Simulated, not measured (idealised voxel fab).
process module | voxel wiring stack
cross-section cut | 295 nm wide | cells 5 nm
A cross-section is a grid of square cells, given in bands from the top down. A band is one or more rows of cells.
Each band's line starts with the height of the band's top and of its bottom, in nm. Then come its materials from left to right, each with its width in nm. One material with "throughout" fills the band from edge to edge. "air" is empty space.
Height 0 is the level under which the wafer as received is all one material. The lowest band goes on downwards, as in "0 down".
A width such as "30 to 40" changes by the same amount from each row of cells to the next, from the band's top row to its bottom row.
"no change" after a step means that no cell of the cross-section changed.
closed voids: empty space of 8 cells or more with no open way to the top, each as width x height at its distance from the left edge, in nm
after a step's settings: what the simulator itself notes on the step
overlay nm, on a step with a mask: how far to the right of its planned place the mask lay; to the left if negative
plan
1 op RECEIVE | material Si
2 op CONFORMAL_DEP | material SiO2 | thk nm 10
3 op DIRECTIONAL_DEP | material TiN | thk nm 5
4 op DIRECTIONAL_DEP | material Ru | thk nm 20
5 op MASKED_ETCH | tone cover | mask id METAL_1 | width nm 30 | pitch nm 50 | etch materials Ru | depth nm 20 | overlay nm 0
6 op MASKED_ETCH | tone cover | mask id METAL_1 | width nm 30 | pitch nm 50 | etch materials TiN | depth nm 5 | overlay nm 0
7 op FILL_DEP | material SiO2 | thk nm 5
8 op CMP | height nm 35
9 op CONFORMAL_DEP | material SiCN | thk nm 5
10 op DIRECTIONAL_DEP | material lowk | thk nm 25
11 op MASKED_ETCH | tone open | mask id METAL_2_HOLES | width nm 15 | pitch nm 50 | etch materials lowk | depth nm 25 | overlay nm 0
12 op MASKED_ETCH | tone open | mask id METAL_2 | width nm 30 | pitch nm 50 | etch materials lowk | depth nm 15 | overlay nm 0
13 op MASKED_ETCH | tone open | mask id METAL_2 | width nm 30 | pitch nm 50 | etch materials SiCN | depth nm 5 | overlay nm 0
14 op CONFORMAL_DEP | material TiN | thk nm 5
15 op FILL_DEP | material Ru | thk nm 5
16 op CMP | height nm 65
17 op CONFORMAL_DEP | material SiCN | thk nm 5
18 op DIRECTIONAL_DEP | material SiO2 | thk nm 10
19 op MASKED_ETCH | tone open | mask id PLUG_2 | width nm 15 | pitch nm 100 | etch materials SiO2 | depth nm 10 | overlay nm 0
20 op MASKED_ETCH | tone open | mask id PLUG_2 | width nm 15 | pitch nm 100 | etch materials SiCN | depth nm 5 | overlay nm 0
21 op EPI | material Ru | thk nm 10
22 op EPI | material Ru | thk nm 5
23 op DIRECTIONAL_DEP | material TiN | thk nm 5
24 op DIRECTIONAL_DEP | material W | thk nm 25
25 op MASKED_ETCH | tone cover | mask id METAL_3 | width nm 30 | pitch nm 50 | etch materials W | depth nm 25 | overlay nm 0
26 op MASKED_ETCH | tone cover | mask id METAL_3 | width nm 30 | pitch nm 50 | etch materials TiN | depth nm 5 | overlay nm 0
27 op CONFORMAL_DEP | material SiCN | thk nm 5
28 op FILL_DEP | material lowk | thk nm 5
29 op CMP | height nm 110
30 op CONFORMAL_DEP | material SiCN | thk nm 5
31 op DIRECTIONAL_DEP | material SiO2 | thk nm 25
32 op DIRECTIONAL_DEP | material aC | thk nm 10
33 op PATTERN | tone open | mask id METAL_4 | material resist | width nm 30 | pitch nm 50 | thk nm 25 | overlay nm 0
34 op DIRECTIONAL_ETCH | etch materials aC | depth nm 10
35 op STRIP | etch materials resist
36 op DIRECTIONAL_ETCH | etch materials SiO2 | depth nm 15
37 op STRIP | etch materials aC
38 op MASKED_ETCH | tone open | mask id METAL_4_HOLES | width nm 15 | pitch nm 50 | etch materials SiO2 | depth nm 10 | overlay nm 0
39 op MASKED_ETCH | tone open | mask id METAL_4_HOLES | width nm 15 | pitch nm 50 | etch materials SiCN | depth nm 5 | overlay nm 0
40 op CONFORMAL_DEP | material TiN | thk nm 5
41 op FILL_DEP | material Cu | thk nm 10
42 op CMP | height nm 140
43 op CONFORMAL_DEP | material SiN | thk nm 5
varied across the wafers: width nm of step 11. The plan shows the first wafer's value. All wafers start alike
first wafer as received, after step 1
  0 down: Si throughout
  closed voids: none
first wafer at the end, after step 43
  145 to 140: SiN throughout
  140 to 130: SiO2 55 | TiN 5 | Cu 20 | TiN 5 | SiO2 20 | TiN 5 | Cu 20 | TiN 5 | SiO2 20 | TiN 5 | Cu 20 | TiN 5 | SiO2 20 | TiN 5 | Cu 20 | TiN 5 | SiO2 60
  130 to 125: SiO2 55 | TiN 5 | Cu 5 | TiN 20 | SiO2 20 | TiN 5 | Cu 5 | TiN 20 | SiO2 20 | TiN 5 | Cu 5 | TiN 20 | SiO2 20 | TiN 5 | Cu 5 | TiN 20 | SiO2 60
  125 to 115: SiO2 55 | TiN 5 | Cu 5 | TiN 5 | SiO2 35 | TiN 5 | Cu 5 | TiN 5 | SiO2 35 | TiN 5 | Cu 5 | TiN 5 | SiO2 35 | TiN 5 | Cu 5 | TiN 5 | SiO2 75
  115 to 110: SiCN 55 | TiN 15 | SiCN 35 | TiN 15 | SiCN 35 | TiN 15 | SiCN 35 | TiN 15 | SiCN 75
  110 to 85: lowk 50 | SiCN 5 | W 30 | SiCN 5 | lowk 10 | SiCN 5 | W 30 | SiCN 5 | lowk 10 | SiCN 5 | W 30 | SiCN 5 | lowk 10 | SiCN 5 | W 30 | SiCN 5 | lowk 55
  85 to 80: SiCN 55 | TiN 30 | SiCN 20 | TiN 30 | SiCN 20 | TiN 30 | SiCN 20 | TiN 30 | SiCN 60
  80 to 70: SiO2 55 | Ru 15 | SiO2 85 | Ru 15 | SiO2 125
  70 to 65: SiCN 55 | Ru 15 | SiCN 85 | Ru 15 | SiCN 125
  65 to 55: lowk 55 | TiN 5 | Ru 20 | TiN 5 | lowk 20 | TiN 5 | Ru 20 | TiN 5 | lowk 20 | TiN 5 | Ru 20 | TiN 5 | lowk 20 | TiN 5 | Ru 20 | TiN 5 | lowk 60
  55 to 50: lowk 55 | TiN 5 | Ru 5 | TiN 20 | lowk 20 | TiN 5 | Ru 5 | TiN 20 | lowk 20 | TiN 5 | Ru 5 | TiN 20 | lowk 20 | TiN 5 | Ru 5 | TiN 20 | lowk 60
  50 to 40: lowk 55 | TiN 5 | Ru 5 | TiN 5 | lowk 35 | TiN 5 | Ru 5 | TiN 5 | lowk 35 | TiN 5 | Ru 5 | TiN 5 | lowk 35 | TiN 5 | Ru 5 | TiN 5 | lowk 75
  40 to 35: SiCN 55 | TiN 15 | SiCN 35 | TiN 15 | SiCN 35 | TiN 15 | SiCN 35 | TiN 15 | SiCN 75
  35 to 15: SiO2 55 | Ru 30 | SiO2 20 | Ru 30 | SiO2 20 | Ru 30 | SiO2 20 | Ru 30 | SiO2 60
  15 to 10: SiO2 55 | TiN 30 | SiO2 20 | TiN 30 | SiO2 20 | TiN 30 | SiO2 20 | TiN 30 | SiO2 60
  10 to 0: SiO2 throughout
  0 down: Si throughout
  closed voids: none
last wafer at the end
  145 to 140: SiN throughout
  140 to 130: SiO2 55 | TiN 5 | Cu 20 | TiN 5 | SiO2 20 | TiN 5 | Cu 20 | TiN 5 | SiO2 20 | TiN 5 | Cu 20 | TiN 5 | SiO2 20 | TiN 5 | Cu 20 | TiN 5 | SiO2 60
  130 to 125: SiO2 55 | TiN 5 | Cu 5 | TiN 20 | SiO2 20 | TiN 5 | Cu 5 | TiN 20 | SiO2 20 | TiN 5 | Cu 5 | TiN 20 | SiO2 20 | TiN 5 | Cu 5 | TiN 20 | SiO2 60
  125 to 115: SiO2 55 | TiN 5 | Cu 5 | TiN 5 | SiO2 35 | TiN 5 | Cu 5 | TiN 5 | SiO2 35 | TiN 5 | Cu 5 | TiN 5 | SiO2 35 | TiN 5 | Cu 5 | TiN 5 | SiO2 75
  115 to 110: SiCN 55 | TiN 15 | SiCN 35 | TiN 15 | SiCN 35 | TiN 15 | SiCN 35 | TiN 15 | SiCN 75
  110 to 85: lowk 50 | SiCN 5 | W 30 | SiCN 5 | lowk 10 | SiCN 5 | W 30 | SiCN 5 | lowk 10 | SiCN 5 | W 30 | SiCN 5 | lowk 10 | SiCN 5 | W 30 | SiCN 5 | lowk 55
  85 to 80: SiCN 55 | TiN 30 | SiCN 20 | TiN 30 | SiCN 20 | TiN 30 | SiCN 20 | TiN 30 | SiCN 60
  80 to 70: SiO2 55 | Ru 15 | SiO2 85 | Ru 15 | SiO2 125
  70 to 65: SiCN 55 | Ru 15 | SiCN 85 | Ru 15 | SiCN 125
  65 to 55: lowk 50 | TiN 5 | Ru 25 | TiN 5 | lowk 15 | TiN 5 | Ru 25 | TiN 5 | lowk 15 | TiN 5 | Ru 25 | TiN 5 | lowk 15 | TiN 5 | Ru 25 | TiN 5 | lowk 60
  55 to 45: lowk 50 | TiN 5 | Ru 20 | TiN 10 to 5 | lowk 15 to 20 | TiN 5 | Ru 20 | TiN 10 to 5 | lowk 15 to 20 | TiN 5 | Ru 20 | TiN 10 to 5 | lowk 15 to 20 | TiN 5 | Ru 20 | TiN 10 to 5 | lowk 60 to 65
  45 to 40: lowk 50 | TiN 10 | Ru 15 | TiN 5 | lowk 20 | TiN 10 | Ru 15 | TiN 5 | lowk 20 | TiN 10 | Ru 15 | TiN 5 | lowk 20 | TiN 10 | Ru 15 | TiN 5 | lowk 65
  40 to 35: SiCN 55 | TiN 25 | SiCN 25 | TiN 25 | SiCN 25 | TiN 25 | SiCN 25 | TiN 25 | SiCN 65
  35 to 15: SiO2 55 | Ru 30 | SiO2 20 | Ru 30 | SiO2 20 | Ru 30 | SiO2 20 | Ru 30 | SiO2 60
  15 to 10: SiO2 55 | TiN 30 | SiO2 20 | TiN 30 | SiO2 20 | TiN 30 | SiO2 20 | TiN 30 | SiO2 60
  10 to 0: SiO2 throughout
  0 down: Si throughout
  closed voids: none
each wafer at the end: cells of each material gained (+) or lost (-) since it was received, then its closed voids
width nm 15 | +44 Cu | +158 Ru | +222 SiCN | +59 SiN | +598 SiO2 | +176 TiN | +120 W | +334 lowk | closed voids: none
width nm 20 | +44 Cu | +170 Ru | +218 SiCN | +59 SiN | +598 SiO2 | +176 TiN | +120 W | +326 lowk | closed voids: none
width nm 25 | +44 Cu | +186 Ru | +218 SiCN | +59 SiN | +598 SiO2 | +180 TiN | +120 W | +306 lowk | closed voids: none
width nm 30 | +44 Cu | +198 Ru | +214 SiCN | +59 SiN | +598 SiO2 | +180 TiN | +120 W | +298 lowk | closed voids: none
